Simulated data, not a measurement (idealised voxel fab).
process module | voxel double patterning
cross-section cut | 265 nm wide | cells 5 nm
A cross-section is a grid of square cells, given in bands from the top down. A band is one or more rows of cells.
Each band's line starts with the height of the band's top and of its bottom, in nm. Then come its materials from left to right, each with its width in nm. One material with "throughout" fills the band from edge to edge. "air" is empty space.
Height 0 is the level under which the wafer as received is all one material. The lowest band goes on downwards, as in "0 down".
A width such as "30 to 40" changes by the same amount from each row of cells to the next, from the band's top row to its bottom row.
"no change" after a step means that no cell of the cross-section changed.
closed voids: empty space of 8 cells or more with no open way to the top, each as width x height at its distance from the left edge, in nm
after a step's settings: what the simulator itself notes on the step
overlay nm, on a step with a mask: how far to the right of its planned place the mask lay; to the left if negative
plan
1 op RECEIVE | material Si
2 op CONFORMAL_DEP | material SiO2 | thk nm 5
3 op DIRECTIONAL_DEP | material W | thk nm 15
4 op DIRECTIONAL_DEP | material SiCN | thk nm 10
5 op PATTERN | tone open | mask id FIRST | material resist | width nm 15 | pitch nm 50 | thk nm 20 | overlay nm -15
6 op DIRECTIONAL_ETCH | etch materials SiCN | depth nm 10
7 op STRIP | etch materials resist
8 op MASKED_ETCH | tone open | mask id SECOND | width nm 15 | pitch nm 50 | etch materials SiCN | depth nm 10 | overlay nm 0
9 op DIRECTIONAL_ETCH | etch materials W | depth nm 15
10 op STRIP | etch materials SiCN
varied across the wafers: overlay nm of step 5. The plan shows the first wafer's value. All wafers start alike
first wafer as received, after step 1
  0 down: Si throughout
  closed voids: none
each wafer at the end: cells of each material gained (+) or lost (-) since it was received, then its closed voids
overlay nm -15 | +53 SiO2 | +120 W | closed voids: none
overlay nm -10 | +53 SiO2 | +114 W | closed voids: none
overlay nm -5 | +53 SiO2 | +114 W | closed voids: none
overlay nm 0 | +53 SiO2 | +114 W | closed voids: none
overlay nm 5 | +53 SiO2 | +114 W | closed voids: none
overlay nm 10 | +53 SiO2 | +114 W | closed voids: none
overlay nm 15 | +53 SiO2 | +120 W | closed voids: none
